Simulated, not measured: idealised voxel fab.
The document below concerns the process module designated voxel capacitor over wiring.
Xsec cut, 245 nm wide, square cell size 5 nm.
In what follows, cross-sections appear as grids of square cells, described through bands that run from the top down, where every band is one or more rows of cells. It is stipulated that each band's entry specify, in nanometres, the height of the top of the band and then that of its bottom, followed by the materials of the band in left-to-right sequence, each together with its width in nanometres. A single material marked by the word "edge to edge" is understood to fill the band from edge to edge; the word "air" is understood to denote empty space. Ref level 0: as-received wafer is one material below here. Bottom band extends down with no lower bound ("0 -> down"). Graded width ("30 to 40"): value in top row of band = first number; value in bottom row = second number; row-to-row change constant. Reading "no modifications" for a step: not a cell of the cross-section changed in it. Closed empty spaces (no open way to the top) of 8 cells or more are what "Closed internal cavities" lists, each as width x height at distance from the left edge, nm for all three. Past the settings on a step's line: simulator remark, on that step. overlay nm, on a step with a mask: how far to the right of its planned place the mask lay; to the left if negative.

## Planned step list for the process
1: op RECEIVE | material Si
2: op CONFORMAL_DEP | material SiO2 | thk nm 15
3: op DIRECTIONAL_DEP | material TiN | thk nm 5
4: op DIRECTIONAL_DEP | material W | thk nm 25
5: op DIRECTIONAL_DEP | material aC | thk nm 10
6: op PATTERN | tone cover | mask id METAL_1 | material resist | width nm 25 | pitch nm 80 | thk nm 30 | overlay nm 0
7: op DIRECTIONAL_ETCH | etch materials aC | depth nm 10
8: op STRIP | etch materials resist
9: op DIRECTIONAL_ETCH | etch materials W | depth nm 25
10: op DIRECTIONAL_ETCH | etch materials TiN | depth nm 5
11: op STRIP | etch materials aC
12: op CONFORMAL_DEP | material SiCN | thk nm 5
13: op FILL_DEP | material lowk | thk nm 10
14: op CMP | height nm 45
15: op CONFORMAL_DEP | material SiCN | thk nm 5
16: op DIRECTIONAL_DEP | material lowk | thk nm 10
17: op DIRECTIONAL_DEP | material aC | thk nm 10
18: op PATTERN | tone open | mask id PLUG_1 | material resist | width nm 15 | thk nm 30 | overlay nm 0
19: op DIRECTIONAL_ETCH | etch materials aC | depth nm 10
20: op STRIP | etch materials resist
21: op DIRECTIONAL_ETCH | etch materials lowk | depth nm 10
22: op DIRECTIONAL_ETCH | etch materials SiCN | depth nm 5
23: op STRIP | etch materials aC
24: op CONFORMAL_DEP | material TiN | thk nm 5
25: op FILL_DEP | material Cu | thk nm 5
26: op CMP | height nm 60
27: op DIRECTIONAL_DEP | material TiN | thk nm 5
28: op DIRECTIONAL_DEP | material SiN | thk nm 5
29: op DIRECTIONAL_DEP | material TiN | thk nm 5
30: op DIRECTIONAL_DEP | material aC | thk nm 10
31: op PATTERN | tone cover | mask id UPPER_PLATE | material resist | width nm 60 | thk nm 30 | overlay nm 0
32: op DIRECTIONAL_ETCH | etch materials aC | depth nm 10
33: op STRIP | etch materials resist
34: op DIRECTIONAL_ETCH | etch materials TiN | depth nm 5
35: op DIRECTIONAL_ETCH | etch materials SiN | depth nm 5
36: op STRIP | etch materials aC
37: op PATTERN | tone cover | mask id LOWER_PLATE | material resist | width nm 70 | thk nm 20 | overlay nm 0
38: op DIRECTIONAL_ETCH | etch materials TiN | depth nm 5
39: op STRIP | etch materials resist
40: op FILL_DEP | material SiO2 | thk nm 20
41: op CMP | height nm 90
42: op MASKED_ETCH | tone open | mask id PLUG_2 | width nm 15 | etch materials SiO2 | depth nm 15 | overlay nm 0
43: op CONFORMAL_DEP | material TiN | thk nm 5
44: op FILL_DEP | material Cu | thk nm 10
45: op CMP | height nm 90
46: op CONFORMAL_DEP | material SiN | thk nm 5

## The cross-section here shows the wafer as received, i.e. in its state after step 1
0 -> down  Si edge to edge
Closed internal cavities: none

## What the wafer looks like in cross-section after this module, when it starts as shown above and follows the plan above but one mistake is made in running it
95 -> 90  SiN edge to edge
90 -> 85  TiN (95)  Cu (5)  TiN (145)
85 -> 80  SiO2 (90)  TiN (5)  Cu (5)  TiN (5)  SiO2 (140)
80 -> 70  SiO2 (90 to 80)  TiN (15 to 60)  SiO2 (140 to 105)
70 -> 65  SiO2 (80)  SiN (60)  SiO2 (105)
65 -> 60  SiO2 (75)  TiN (70)  SiO2 (100)
60 -> 50  lowk (80)  TiN (5)  Cu (5)  TiN (5)  lowk (150)
50 -> 45  SiCN (80)  TiN (15)  SiCN (150)
45 -> 20  lowk (65)  SiCN (5)  W (25)  SiCN (5)  lowk (45)  SiCN (5)  W (25)  SiCN (5)  lowk (65)
20 -> 15  SiCN (70)  TiN (25)  SiCN (55)  TiN (25)  SiCN (70)
15 -> 0  SiO2 edge to edge
0 -> down  Si edge to edge
Closed internal cavities: none
Which mistake was made when the wafer was run? not per plan at step 41, really ran op CMP | height nm 85
